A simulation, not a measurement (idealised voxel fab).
Title: Process Module voxel self aligned vias
Square cell edge 5 nm, section width 190 nm, ID cut.
This document writes a cross-section as a grid whose cells are square, and gives it as bands, listed from the top down; one or more rows of cells form a band. Read a band's entry like this: the first values are the height of its top and the height of its bottom in nm, and what follows is the sequence of materials from left to right, each with its width in nm. Note that "blank" is empty space, and that a single material marked "everywhere" reaches across the band from edge to edge. Basically, 0 is our baseline, since under it the wafer straight out of the box is all one material. The bottom band has no lower end and keeps on going down, so it looks like "0 nm and below". Width "30->40": first value at the band's top row of cells, second value at its bottom row, equal change from row to row. Key: "identical to before" - step with no changed cell in the cross-section. The list in "Closed cavity list" covers empty spaces of 8 cells or more that cannot reach the top through any open way, and it gives each as width x height at distance; the distance is from the left edge, and width, height and distance are in nm. Whatever follows a step's settings on its line is a remark the simulator itself makes about that step. "overlay nm" denotes, for a step that has a mask, the displacement of the mask to the right of its planned place, with negative values corresponding to the left.

## Planned step list for the process
1 RECEIVE (material Si)
2 CONFORMAL_DEP (material SiO2; thk nm 15)
3 CONFORMAL_DEP (material SiCN; thk nm 5)
4 DIRECTIONAL_DEP (material lowk; thk nm 25)
5 PATTERN (tone open; mask id LINES; material resist; width nm 30; pitch nm 60; thk nm 20; overlay nm 0)
6 DIRECTIONAL_ETCH (etch materials lowk; depth nm 25)
7 STRIP (etch materials resist)
8 CONFORMAL_DEP (material TiN; thk nm 5)
9 FILL_DEP (material Ru; thk nm 10)
10 CMP (height nm 45)
11 SELECTIVE_ETCH (etch materials W Ru TiN; depth nm 10)
12 FILL_DEP (material SiN; thk nm 5)
13 CMP (height nm 45)
14 DIRECTIONAL_DEP (material lowk; thk nm 20)
15 PATTERN (tone open; mask id VIAS; material resist; width nm 40; pitch nm 60; thk nm 20; overlay nm 0)
16 DIRECTIONAL_ETCH (etch materials lowk; depth nm 20)
17 DIRECTIONAL_ETCH (etch materials SiN; depth nm 10)
18 STRIP (etch materials resist)
19 CONFORMAL_DEP (material TiN; thk nm 5)
20 FILL_DEP (material Cu; thk nm 10)
21 CMP (height nm 65)
22 CONFORMAL_DEP (material SiN; thk nm 5)

## Cross-section, incoming material, after step 1
> 0 nm and below  Si everywhere
> Closed cavity list: none

## Wafer cross-section at module end: first of two, run to plan
> 70 nm to 65 nm  SiN everywhere
> 65 nm to 50 nm  lowk: 15 / TiN: 5 / Cu: 30 / TiN: 5 / lowk: 20 / TiN: 5 / Cu: 30 / TiN: 5 / lowk: 20 / TiN: 5 / Cu: 30 / TiN: 5 / lowk: 15
> 50 nm to 40 nm  lowk: 15->20 / TiN: 10->5 / Cu: 20 / TiN: 10->5 / lowk: 20->30 / TiN: 10->5 / Cu: 20 / TiN: 10->5 / lowk: 20->30 / TiN: 10->5 / Cu: 20 / TiN: 10->5 / lowk: 15->20
> 40 nm to 35 nm  lowk: 20 / TiN: 30 / lowk: 30 / TiN: 30 / lowk: 30 / TiN: 30 / lowk: 20
> 35 nm to 25 nm  lowk: 20 / TiN: 5 / Ru: 20 / TiN: 5 / lowk: 30 / TiN: 5 / Ru: 20 / TiN: 5 / lowk: 30 / TiN: 5 / Ru: 20 / TiN: 5 / lowk: 20
> 25 nm to 20 nm  lowk: 20 / TiN: 30 / lowk: 30 / TiN: 30 / lowk: 30 / TiN: 30 / lowk: 20
> 20 nm to 15 nm  SiCN everywhere
> 15 nm to 0 nm  SiO2 everywhere
> 0 nm and below  Si everywhere
> Closed cavity list: none

## Cross-section, second wafer: same start as the first, same plan as the first, one mistake in running it; taken at the end of the module
> 70 nm to 65 nm  SiN everywhere
> 65 nm to 50 nm  lowk: 15 / TiN: 5 / Cu: 30 / TiN: 5 / lowk: 20 / TiN: 5 / Cu: 30 / TiN: 5 / lowk: 20 / TiN: 5 / Cu: 30 / TiN: 5 / lowk: 15
> 50 nm to 40 nm  lowk: 15->25 / TiN: 15->5 / Cu: 10 / TiN: 15->5 / lowk: 20->40 / TiN: 15->5 / Cu: 10 / TiN: 15->5 / lowk: 20->40 / TiN: 15->5 / Cu: 10 / TiN: 15->5 / lowk: 15->25
> 40 nm to 35 nm  lowk: 25 / TiN: 20 / lowk: 40 / TiN: 20 / lowk: 40 / TiN: 20 / lowk: 25
> 35 nm to 25 nm  lowk: 25 / TiN: 5 / Ru: 10 / TiN: 5 / lowk: 40 / TiN: 5 / Ru: 10 / TiN: 5 / lowk: 40 / TiN: 5 / Ru: 10 / TiN: 5 / lowk: 25
> 25 nm to 20 nm  lowk: 25 / TiN: 20 / lowk: 40 / TiN: 20 / lowk: 40 / TiN: 20 / lowk: 25
> 20 nm to 15 nm  SiCN everywhere
> 15 nm to 0 nm  SiO2 everywhere
> 0 nm and below  Si everywhere
> Closed cavity list: none
What went wrong in running the wafer? step 5 changed vs plan, executed as PATTERN (tone open; mask id LINES; material resist; width nm 20; pitch nm 60; thk nm 20; overlay nm 0)
Final wafer comparison in cells, second versus first, more or fewer per material: 12 fewer of Cu | 12 fewer of Ru | 6 fewer of TiN | 30 more of lowk
